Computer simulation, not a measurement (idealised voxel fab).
Presented below is a process module, voxel self aligned vias.
cross-section cut | 295 nm wide | cells 5 nm
For the purposes of this document, a cross-section shall be understood as a grid of square cells, specified as bands listed in top-to-bottom order, each band consisting of one or more rows of cells. Look at the band entry: it leads with the top's height and the bottom's height in nm. Then it lists the materials left to right, with a width in nm for each. The word "full width" on a single material says that material fills the band edge to edge. The word "air" is empty space. We count height from 0. Below that, the starting wafer is all one material. The lowest band never ends at the bottom but goes on down; see "0..down" for how that is written. A width such as "30 to 40" changes by the same amount from each row of cells to the next, from the band's top row to its bottom row. Any step labelled "no alteration" changed none of the cells in the cross-section. "Fully enclosed voids" enumerates empty spaces isolated from the top, with no open way to it, that contain at least 8 cells, giving each as width x height at distance from the left edge, all three in nm. after a step's settings: what the simulator itself notes on the step. "overlay nm" on a masked step: distance the mask lay right of its planned place, negative for left.
-- plan
1 RECEIVE,material Si
2 CONFORMAL_DEP,material SiO2,thk nm 15
3 CONFORMAL_DEP,material SiCN,thk nm 5
4 DIRECTIONAL_DEP,material SiO2,thk nm 20
5 PATTERN,tone open,mask id LINES,material resist,width nm 20,pitch nm 60,thk nm 15,overlay nm 0
6 DIRECTIONAL_ETCH,etch materials SiO2,depth nm 20
7 STRIP,etch materials resist
8 CONFORMAL_DEP,material TiN,thk nm 5
9 FILL_DEP,material Ru,thk nm 5
10 CMP,height nm 40
11 SELECTIVE_ETCH,etch materials W Ru TiN,depth nm 5
12 FILL_DEP,material SiN,thk nm 5
13 CMP,height nm 40
14 DIRECTIONAL_DEP,material SiO2,thk nm 20
15 PATTERN,tone open,mask id VIAS,material resist,width nm 30,pitch nm 60,thk nm 20,overlay nm 0
16 DIRECTIONAL_ETCH,etch materials SiO2,depth nm 20
17 DIRECTIONAL_ETCH,etch materials SiN,depth nm 5
18 STRIP,etch materials resist
19 CONFORMAL_DEP,material TiN,thk nm 5
20 FILL_DEP,material Cu,thk nm 10
21 CMP,height nm 60
22 CONFORMAL_DEP,material SiN,thk nm 5
-- Concerning the first of two wafers, which was run in accordance with the plan
-- as received, after step 1
0..down  Si full width
Fully enclosed voids: none
-- The wafer in cross-section once step 2 is complete
15..0  SiO2 full width
Heights below 0 show no change.
-- The wafer in cross-section once step 3 is complete
20..15  SiCN full width
Heights below 15 show no change.
-- The wafer in cross-section once step 4 is complete
40..20  SiO2 full width
Heights below 20 show no change.
-- The wafer in cross-section once step 5 is complete
55..40  resist (75), air (20), resist (40), air (20), resist (40), air (20), resist (80)
Heights below 40 show no change.
-- The wafer in cross-section once step 6 is complete
55..40  resist (75), air (20), resist (40), air (20), resist (40), air (20), resist (80)
40..20  SiO2 (75), air (20), SiO2 (40), air (20), SiO2 (40), air (20), SiO2 (80)
Heights below 20 show no change.
-- The wafer in cross-section once step 7 is complete
40..20  SiO2 (75), air (20), SiO2 (40), air (20), SiO2 (40), air (20), SiO2 (80)
Heights below 20 show no change.
-- The wafer in cross-section once step 8 is complete
45..40  TiN (80), air (10), TiN (50), air (10), TiN (50), air (10), TiN (85)
40..25  SiO2 (75), TiN (5), air (10), TiN (5), SiO2 (40), TiN (5), air (10), TiN (5), SiO2 (40), TiN (5), air (10), TiN (5), SiO2 (80)
25..20  SiO2 (75), TiN (20), SiO2 (40), TiN (20), SiO2 (40), TiN (20), SiO2 (80)
Heights below 20 show no change.
-- The wafer in cross-section once step 9 is complete
50..45  Ru full width
45..40  TiN (80), Ru (10), TiN (50), Ru (10), TiN (50), Ru (10), TiN (85)
40..25  SiO2 (75), TiN (5), Ru (10), TiN (5), SiO2 (40), TiN (5), Ru (10), TiN (5), SiO2 (40), TiN (5), Ru (10), TiN (5), SiO2 (80)
Heights below 25 show no change.
-- The wafer in cross-section once step 10 is complete
40..25  SiO2 (75), TiN (5), Ru (10), TiN (5), SiO2 (40), TiN (5), Ru (10), TiN (5), SiO2 (40), TiN (5), Ru (10), TiN (5), SiO2 (80)
Heights below 25 show no change.
-- The wafer in cross-section once step 11 is complete
40..35  SiO2 (75), air (20), SiO2 (40), air (20), SiO2 (40), air (20), SiO2 (80)
Heights below 35 show no change.
-- The wafer in cross-section once step 12 is complete
45..40  SiN full width
40..35  SiO2 (75), SiN (20), SiO2 (40), SiN (20), SiO2 (40), SiN (20), SiO2 (80)
Heights below 35 show no change.
-- The wafer in cross-section once step 13 is complete
40..35  SiO2 (75), SiN (20), SiO2 (40), SiN (20), SiO2 (40), SiN (20), SiO2 (80)
Heights below 35 show no change.
-- The wafer in cross-section once step 14 is complete
60..40  SiO2 full width
Heights below 40 show no change.
-- The wafer in cross-section once step 15 is complete
80..60  resist (70), air (30), resist (30), air (30), resist (30), air (30), resist (75)
Heights below 60 show no change.
-- The wafer in cross-section once step 16 is complete
80..60  resist (70), air (30), resist (30), air (30), resist (30), air (30), resist (75)
60..40  SiO2 (70), air (30), SiO2 (30), air (30), SiO2 (30), air (30), SiO2 (75)
Heights below 40 show no change.
-- The wafer in cross-section once step 17 is complete
80..60  resist (70), air (30), resist (30), air (30), resist (30), air (30), resist (75)
60..40  SiO2 (70), air (30), SiO2 (30), air (30), SiO2 (30), air (30), SiO2 (75)
40..35  SiO2 (75), air (20), SiO2 (40), air (20), SiO2 (40), air (20), SiO2 (80)
Heights below 35 show no change.
-- The wafer in cross-section once step 18 is complete
60..40  SiO2 (70), air (30), SiO2 (30), air (30), SiO2 (30), air (30), SiO2 (75)
Heights below 40 show no change.
-- The wafer in cross-section once step 19 is complete
65..60  TiN (75), air (20), TiN (40), air (20), TiN (40), air (20), TiN (80)
60..45  SiO2 (70), TiN (5), air (20), TiN (5), SiO2 (30), TiN (5), air (20), TiN (5), SiO2 (30), TiN (5), air (20), TiN (5), SiO2 (75)
45..40  SiO2 (70), TiN (10), air (10), TiN (10), SiO2 (30), TiN (10), air (10), TiN (10), SiO2 (30), TiN (10), air (10), TiN (10), SiO2 (75)
40..35  SiO2 (75), TiN (20), SiO2 (40), TiN (20), SiO2 (40), TiN (20), SiO2 (80)
Heights below 35 show no change.
-- The wafer in cross-section once step 20 is complete
75..65  Cu full width
65..60  TiN (75), Cu (20), TiN (40), Cu (20), TiN (40), Cu (20), TiN (80)
60..45  SiO2 (70), TiN (5), Cu (20), TiN (5), SiO2 (30), TiN (5), Cu (20), TiN (5), SiO2 (30), TiN (5), Cu (20), TiN (5), SiO2 (75)
45..40  SiO2 (70), TiN (10), Cu (10), TiN (10), SiO2 (30), TiN (10), Cu (10), TiN (10), SiO2 (30), TiN (10), Cu (10), TiN (10), SiO2 (75)
Heights below 40 show no change.
-- The wafer in cross-section once step 21 is complete
60..45  SiO2 (70), TiN (5), Cu (20), TiN (5), SiO2 (30), TiN (5), Cu (20), TiN (5), SiO2 (30), TiN (5), Cu (20), TiN (5), SiO2 (75)
Heights below 45 show no change.
-- The wafer in cross-section once step 22 is complete
65..60  SiN full width
Heights below 60 show no change.
-- Second wafer - shared start and plan with the first - one error in running - same as the first up to step 14 inclusive
-- Second wafer, cross-section, planned end of step 15
80..60  resist (70), air (35), resist (25), air (35), resist (25), air (35), resist (70)
Heights below 60 show no change.
-- Second wafer, cross-section, planned end of step 16
80..60  resist (70), air (35), resist (25), air (35), resist (25), air (35), resist (70)
60..40  SiO2 (70), air (35), SiO2 (25), air (35), SiO2 (25), air (35), SiO2 (70)
Heights below 40 show no change.
-- Second wafer, cross-section, planned end of step 17
80..60  resist (70), air (35), resist (25), air (35), resist (25), air (35), resist (70)
60..40  SiO2 (70), air (35), SiO2 (25), air (35), SiO2 (25), air (35), SiO2 (70)
40..35  SiO2 (75), air (20), SiO2 (40), air (20), SiO2 (40), air (20), SiO2 (80)
Heights below 35 show no change.
-- Second wafer, cross-section, planned end of step 18
60..40  SiO2 (70), air (35), SiO2 (25), air (35), SiO2 (25), air (35), SiO2 (70)
Heights below 40 show no change.
-- Second wafer, cross-section, planned end of step 19
65..60  TiN (75), air (25), TiN (35), air (25), TiN (35), air (25), TiN (75)
60..45  SiO2 (70), TiN (5), air (25), TiN (5), SiO2 (25), TiN (5), air (25), TiN (5), SiO2 (25), TiN (5), air (25), TiN (5), SiO2 (70)
45..40  SiO2 (70), TiN (10), air (10), TiN (15), SiO2 (25), TiN (10), air (10), TiN (15), SiO2 (25), TiN (10), air (10), TiN (15), SiO2 (70)
40..35  SiO2 (75), TiN (20), SiO2 (40), TiN (20), SiO2 (40), TiN (20), SiO2 (80)
Heights below 35 show no change.
-- Second wafer, cross-section, planned end of step 20
75..65  Cu full width
65..60  TiN (75), Cu (25), TiN (35), Cu (25), TiN (35), Cu (25), TiN (75)
60..45  SiO2 (70), TiN (5), Cu (25), TiN (5), SiO2 (25), TiN (5), Cu (25), TiN (5), SiO2 (25), TiN (5), Cu (25), TiN (5), SiO2 (70)
45..40  SiO2 (70), TiN (10), Cu (10), TiN (15), SiO2 (25), TiN (10), Cu (10), TiN (15), SiO2 (25), TiN (10), Cu (10), TiN (15), SiO2 (70)
Heights below 40 show no change.
-- Second wafer, cross-section, planned end of step 21
60..45  SiO2 (70), TiN (5), Cu (25), TiN (5), SiO2 (25), TiN (5), Cu (25), TiN (5), SiO2 (25), TiN (5), Cu (25), TiN (5), SiO2 (70)
Heights below 45 show no change.
-- Second wafer, cross-section, planned end of step 22
65..60  SiN full width
Heights below 60 show no change.
What was done differently from what was planned? so step 15 ended up running with a different setting than we planned, it ran as PATTERN,tone open,mask id VIAS,material resist,width nm 35,pitch nm 60,thk nm 20,overlay nm 0
End check, counted in cells, second wafer has more or fewer of these materials than the first: +9 Cu | -12 SiO2 | +3 TiN
